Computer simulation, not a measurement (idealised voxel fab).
Process module name: voxel quadruple lines
Section cut is 230 nm wide and gridded with 5 nm square cells.
When this document writes out a cross-section, it uses a grid of square cells and lists it as bands, beginning at the top and moving down, with a band standing for one or more rows of cells. In this notation a band is specified by the heights of its top and bottom, in that order and in nm, after which its materials appear from left to right, each paired with its width in nm. The word "throughout" attached to a single material means that material fills the band from edge to edge; the word "empty" stands for empty space. Beneath 0, the wafer as received is one material, and that level is where height counting begins. The lowest band goes on downward without a bottom; it is written like "0 nm and below". Graded width ("30 to 40"): value in top row of band = first number; value in bottom row = second number; row-to-row change constant. The designation "changes: none", where it is given for a processing step, indicates that no cell of the cross-section was altered in the course of that step. Reported under the label "Unvented voids" are the empty spaces having no open way to the top and comprising 8 cells or more; the notation for each is width x height at distance, in which the distance is measured from the left edge and all three values are in nm. Note: text after step settings on the step line = simulator remark on that step. overlay nm: mask offset rightward from planned place, masked step; negative means leftward offset.

So here's the lineup of process steps we planned:
1. RECEIVE | material Si
2. CONFORMAL_DEP | material SiO2 | thk nm 5
3. DIRECTIONAL_DEP | material W | thk nm 15
4. DIRECTIONAL_DEP | material polySi | thk nm 20
5. DIRECTIONAL_DEP | material aC | thk nm 20
6. PATTERN | tone cover | mask id MANDREL | material resist | width nm 30 | pitch nm 80 | thk nm 25 | overlay nm 0
7. DIRECTIONAL_ETCH | etch materials aC | depth nm 20
8. STRIP | etch materials resist
9. CONFORMAL_DEP | material SiO2 | thk nm 10
10. DIRECTIONAL_ETCH | etch materials SiO2 | depth nm 10
11. STRIP | etch materials aC
12. DIRECTIONAL_ETCH | etch materials polySi | depth nm 20
13. STRIP | etch materials SiO2
14. CONFORMAL_DEP | material SiCN | thk nm 10
15. DIRECTIONAL_ETCH | etch materials SiCN | depth nm 10
16. STRIP | etch materials polySi
17. DIRECTIONAL_ETCH | etch materials W | depth nm 15
18. STRIP | etch materials SiCN
19. FILL_DEP | material SiO2 | thk nm 5
20. CMP | height nm 20

first wafer, as planned:

Cross-section of the incoming wafer, state after step 1:
0 nm and below = Si throughout
Unvented voids: none

Upon completion of step 2, the wafer appears in cross-section as shown:
5 nm to 0 nm = SiO2 throughout
No changes below 0.

Upon completion of step 3, the wafer appears in cross-section as shown:
20 nm to 5 nm = W throughout
No changes below 5.

Upon completion of step 4, the wafer appears in cross-section as shown:
40 nm to 20 nm = polySi throughout
No changes below 20.

Upon completion of step 5, the wafer appears in cross-section as shown:
60 nm to 40 nm = aC throughout
No changes below 40.

Upon completion of step 6, the wafer appears in cross-section as shown:
85 nm to 60 nm = empty 60 nm / resist 30 nm / empty 50 nm / resist 30 nm / empty 60 nm
No changes below 60.

Upon completion of step 7, the wafer appears in cross-section as shown:
65 nm to 60 nm = empty 60 nm / resist 30 nm / empty 50 nm / resist 30 nm / empty 60 nm
60 nm to 40 nm = empty 60 nm / aC 30 nm / empty 50 nm / aC 30 nm / empty 60 nm
No changes below 40.

Upon completion of step 8, the wafer appears in cross-section as shown:
60 nm to 40 nm = empty 60 nm / aC 30 nm / empty 50 nm / aC 30 nm / empty 60 nm
No changes below 40.

Upon completion of step 9, the wafer appears in cross-section as shown:
70 nm to 60 nm = empty 50 nm / SiO2 50 nm / empty 30 nm / SiO2 50 nm / empty 50 nm
60 nm to 50 nm = empty 50 nm / SiO2 10 nm / aC 30 nm / SiO2 10 nm / empty 30 nm / SiO2 10 nm / aC 30 nm / SiO2 10 nm / empty 50 nm
50 nm to 40 nm = SiO2 60 nm / aC 30 nm / SiO2 50 nm / aC 30 nm / SiO2 60 nm
No changes below 40.

Upon completion of step 10, the wafer appears in cross-section as shown:
60 nm to 40 nm = empty 50 nm / SiO2 10 nm / aC 30 nm / SiO2 10 nm / empty 30 nm / SiO2 10 nm / aC 30 nm / SiO2 10 nm / empty 50 nm
No changes below 40.

Upon completion of step 11, the wafer appears in cross-section as shown:
60 nm to 40 nm = empty 50 nm / SiO2 10 nm / empty 30 nm / SiO2 10 nm / empty 30 nm / SiO2 10 nm / empty 30 nm / SiO2 10 nm / empty 50 nm
No changes below 40.

Upon completion of step 12, the wafer appears in cross-section as shown:
60 nm to 40 nm = empty 50 nm / SiO2 10 nm / empty 30 nm / SiO2 10 nm / empty 30 nm / SiO2 10 nm / empty 30 nm / SiO2 10 nm / empty 50 nm
40 nm to 20 nm = empty 50 nm / polySi 10 nm / empty 30 nm / polySi 10 nm / empty 30 nm / polySi 10 nm / empty 30 nm / polySi 10 nm / empty 50 nm
No changes below 20.

Upon completion of step 13, the wafer appears in cross-section as shown:
40 nm to 20 nm = empty 50 nm / polySi 10 nm / empty 30 nm / polySi 10 nm / empty 30 nm / polySi 10 nm / empty 30 nm / polySi 10 nm / empty 50 nm
No changes below 20.

Upon completion of step 14, the wafer appears in cross-section as shown:
50 nm to 40 nm = empty 40 nm / SiCN 30 nm / empty 10 nm / SiCN 30 nm / empty 10 nm / SiCN 30 nm / empty 10 nm / SiCN 30 nm / empty 40 nm
40 nm to 30 nm = empty 40 nm / SiCN 10 nm / polySi 10 nm / SiCN 10 nm / empty 10 nm / SiCN 10 nm / polySi 10 nm / SiCN 10 nm / empty 10 nm / SiCN 10 nm / polySi 10 nm / SiCN 10 nm / empty 10 nm / SiCN 10 nm / polySi 10 nm / SiCN 10 nm / empty 40 nm
30 nm to 20 nm = SiCN 50 nm / polySi 10 nm / SiCN 30 nm / polySi 10 nm / SiCN 30 nm / polySi 10 nm / SiCN 30 nm / polySi 10 nm / SiCN 50 nm
No changes below 20.

Upon completion of step 15, the wafer appears in cross-section as shown:
40 nm to 20 nm = empty 40 nm / SiCN 10 nm / polySi 10 nm / SiCN 10 nm / empty 10 nm / SiCN 10 nm / polySi 10 nm / SiCN 10 nm / empty 10 nm / SiCN 10 nm / polySi 10 nm / SiCN 10 nm / empty 10 nm / SiCN 10 nm / polySi 10 nm / SiCN 10 nm / empty 40 nm
No changes below 20.

Upon completion of step 16, the wafer appears in cross-section as shown:
40 nm to 20 nm = empty 40 nm / SiCN 10 nm / empty 10 nm / SiCN 10 nm / empty 10 nm / SiCN 10 nm / empty 10 nm / SiCN 10 nm / empty 10 nm / SiCN 10 nm / empty 10 nm / SiCN 10 nm / empty 10 nm / SiCN 10 nm / empty 10 nm / SiCN 10 nm / empty 40 nm
No changes below 20.

Upon completion of step 17, the wafer appears in cross-section as shown:
40 nm to 20 nm = empty 40 nm / SiCN 10 nm / empty 10 nm / SiCN 10 nm / empty 10 nm / SiCN 10 nm / empty 10 nm / SiCN 10 nm / empty 10 nm / SiCN 10 nm / empty 10 nm / SiCN 10 nm / empty 10 nm / SiCN 10 nm / empty 10 nm / SiCN 10 nm / empty 40 nm
20 nm to 5 nm = empty 40 nm / W 10 nm / empty 10 nm / W 10 nm / empty 10 nm / W 10 nm / empty 10 nm / W 10 nm / empty 10 nm / W 10 nm / empty 10 nm / W 10 nm / empty 10 nm / W 10 nm / empty 10 nm / W 10 nm / empty 40 nm
No changes below 5.

Upon completion of step 18, the wafer appears in cross-section as shown:
20 nm to 5 nm = empty 40 nm / W 10 nm / empty 10 nm / W 10 nm / empty 10 nm / W 10 nm / empty 10 nm / W 10 nm / empty 10 nm / W 10 nm / empty 10 nm / W 10 nm / empty 10 nm / W 10 nm / empty 10 nm / W 10 nm / empty 40 nm
No changes below 5.

Upon completion of step 19, the wafer appears in cross-section as shown:
25 nm to 20 nm = SiO2 throughout
20 nm to 5 nm = SiO2 40 nm / W 10 nm / SiO2 10 nm / W 10 nm / SiO2 10 nm / W 10 nm / SiO2 10 nm / W 10 nm / SiO2 10 nm / W 10 nm / SiO2 10 nm / W 10 nm / SiO2 10 nm / W 10 nm / SiO2 10 nm / W 10 nm / SiO2 40 nm
No changes below 5.

Upon completion of step 20, the wafer appears in cross-section as shown:
20 nm to 5 nm = SiO2 40 nm / W 10 nm / SiO2 10 nm / W 10 nm / SiO2 10 nm / W 10 nm / SiO2 10 nm / W 10 nm / SiO2 10 nm / W 10 nm / SiO2 10 nm / W 10 nm / SiO2 10 nm / W 10 nm / SiO2 10 nm / W 10 nm / SiO2 40 nm
No changes below 5.

The second wafer was prepared from the same starting point and under the same plan as the first; its processing contained one mistake, and it remains indistinguishable from the first wafer up to and including step 1:

Second wafer, cut view, end of step 2 per plan:
15 nm to 0 nm = SiO2 throughout
No changes below 0.

Second wafer, cut view, end of step 3 per plan:
30 nm to 15 nm = W throughout
No changes below 15.

Second wafer, cut view, end of step 4 per plan:
50 nm to 30 nm = polySi throughout
No changes below 30.

Second wafer, cut view, end of step 5 per plan:
70 nm to 50 nm = aC throughout
No changes below 50.

Second wafer, cut view, end of step 6 per plan:
95 nm to 70 nm = empty 60 nm / resist 30 nm / empty 50 nm / resist 30 nm / empty 60 nm
No changes below 70.

Second wafer, cut view, end of step 7 per plan:
75 nm to 70 nm = empty 60 nm / resist 30 nm / empty 50 nm / resist 30 nm / empty 60 nm
70 nm to 50 nm = empty 60 nm / aC 30 nm / empty 50 nm / aC 30 nm / empty 60 nm
No changes below 50.

Second wafer, cut view, end of step 8 per plan:
70 nm to 50 nm = empty 60 nm / aC 30 nm / empty 50 nm / aC 30 nm / empty 60 nm
No changes below 50.

Second wafer, cut view, end of step 9 per plan:
80 nm to 70 nm = empty 50 nm / SiO2 50 nm / empty 30 nm / SiO2 50 nm / empty 50 nm
70 nm to 60 nm = empty 50 nm / SiO2 10 nm / aC 30 nm / SiO2 10 nm / empty 30 nm / SiO2 10 nm / aC 30 nm / SiO2 10 nm / empty 50 nm
60 nm to 50 nm = SiO2 60 nm / aC 30 nm / SiO2 50 nm / aC 30 nm / SiO2 60 nm
No changes below 50.

Second wafer, cut view, end of step 10 per plan:
70 nm to 50 nm = empty 50 nm / SiO2 10 nm / aC 30 nm / SiO2 10 nm / empty 30 nm / SiO2 10 nm / aC 30 nm / SiO2 10 nm / empty 50 nm
No changes below 50.

Second wafer, cut view, end of step 11 per plan:
70 nm to 50 nm = empty 50 nm / SiO2 10 nm / empty 30 nm / SiO2 10 nm / empty 30 nm / SiO2 10 nm / empty 30 nm / SiO2 10 nm / empty 50 nm
No changes below 50.

Second wafer, cut view, end of step 12 per plan:
70 nm to 50 nm = empty 50 nm / SiO2 10 nm / empty 30 nm / SiO2 10 nm / empty 30 nm / SiO2 10 nm / empty 30 nm / SiO2 10 nm / empty 50 nm
50 nm to 30 nm = empty 50 nm / polySi 10 nm / empty 30 nm / polySi 10 nm / empty 30 nm / polySi 10 nm / empty 30 nm / polySi 10 nm / empty 50 nm
No changes below 30.

Second wafer, cut view, end of step 13 per plan:
50 nm to 30 nm = empty 50 nm / polySi 10 nm / empty 30 nm / polySi 10 nm / empty 30 nm / polySi 10 nm / empty 30 nm / polySi 10 nm / empty 50 nm
No changes below 30.

Second wafer, cut view, end of step 14 per plan:
60 nm to 50 nm = empty 40 nm / SiCN 30 nm / empty 10 nm / SiCN 30 nm / empty 10 nm / SiCN 30 nm / empty 10 nm / SiCN 30 nm / empty 40 nm
50 nm to 40 nm = empty 40 nm / SiCN 10 nm / polySi 10 nm / SiCN 10 nm / empty 10 nm / SiCN 10 nm / polySi 10 nm / SiCN 10 nm / empty 10 nm / SiCN 10 nm / polySi 10 nm / SiCN 10 nm / empty 10 nm / SiCN 10 nm / polySi 10 nm / SiCN 10 nm / empty 40 nm
40 nm to 30 nm = SiCN 50 nm / polySi 10 nm / SiCN 30 nm / polySi 10 nm / SiCN 30 nm / polySi 10 nm / SiCN 30 nm / polySi 10 nm / SiCN 50 nm
No changes below 30.

Second wafer, cut view, end of step 15 per plan:
50 nm to 30 nm = empty 40 nm / SiCN 10 nm / polySi 10 nm / SiCN 10 nm / empty 10 nm / SiCN 10 nm / polySi 10 nm / SiCN 10 nm / empty 10 nm / SiCN 10 nm / polySi 10 nm / SiCN 10 nm / empty 10 nm / SiCN 10 nm / polySi 10 nm / SiCN 10 nm / empty 40 nm
No changes below 30.

Second wafer, cut view, end of step 16 per plan:
50 nm to 30 nm = empty 40 nm / SiCN 10 nm / empty 10 nm / SiCN 10 nm / empty 10 nm / SiCN 10 nm / empty 10 nm / SiCN 10 nm / empty 10 nm / SiCN 10 nm / empty 10 nm / SiCN 10 nm / empty 10 nm / SiCN 10 nm / empty 10 nm / SiCN 10 nm / empty 40 nm
No changes below 30.

Second wafer, cut view, end of step 17 per plan:
50 nm to 30 nm = empty 40 nm / SiCN 10 nm / empty 10 nm / SiCN 10 nm / empty 10 nm / SiCN 10 nm / empty 10 nm / SiCN 10 nm / empty 10 nm / SiCN 10 nm / empty 10 nm / SiCN 10 nm / empty 10 nm / SiCN 10 nm / empty 10 nm / SiCN 10 nm / empty 40 nm
30 nm to 15 nm = empty 40 nm / W 10 nm / empty 10 nm / W 10 nm / empty 10 nm / W 10 nm / empty 10 nm / W 10 nm / empty 10 nm / W 10 nm / empty 10 nm / W 10 nm / empty 10 nm / W 10 nm / empty 10 nm / W 10 nm / empty 40 nm
No changes below 15.

Second wafer, cut view, end of step 18 per plan:
30 nm to 15 nm = empty 40 nm / W 10 nm / empty 10 nm / W 10 nm / empty 10 nm / W 10 nm / empty 10 nm / W 10 nm / empty 10 nm / W 10 nm / empty 10 nm / W 10 nm / empty 10 nm / W 10 nm / empty 10 nm / W 10 nm / empty 40 nm
No changes below 15.

Second wafer, cut view, end of step 19 per plan:
35 nm to 30 nm = SiO2 throughout
30 nm to 15 nm = SiO2 40 nm / W 10 nm / SiO2 10 nm / W 10 nm / SiO2 10 nm / W 10 nm / SiO2 10 nm / W 10 nm / SiO2 10 nm / W 10 nm / SiO2 10 nm / W 10 nm / SiO2 10 nm / W 10 nm / SiO2 10 nm / W 10 nm / SiO2 40 nm
No changes below 15.

Second wafer, cut view, end of step 20 per plan:
20 nm to 15 nm = SiO2 40 nm / W 10 nm / SiO2 10 nm / W 10 nm / SiO2 10 nm / W 10 nm / SiO2 10 nm / W 10 nm / SiO2 10 nm / W 10 nm / SiO2 10 nm / W 10 nm / SiO2 10 nm / W 10 nm / SiO2 10 nm / W 10 nm / SiO2 40 nm
No changes below 15.
In executing the process, a mistake was made relative to the plan: planned and actual differ for step 2; actual: CONFORMAL_DEP | material SiO2 | thk nm 15
Final difference in cells, second wafer against first, listed per material as more or fewer: SiO2: 32 more, W: 32 fewer
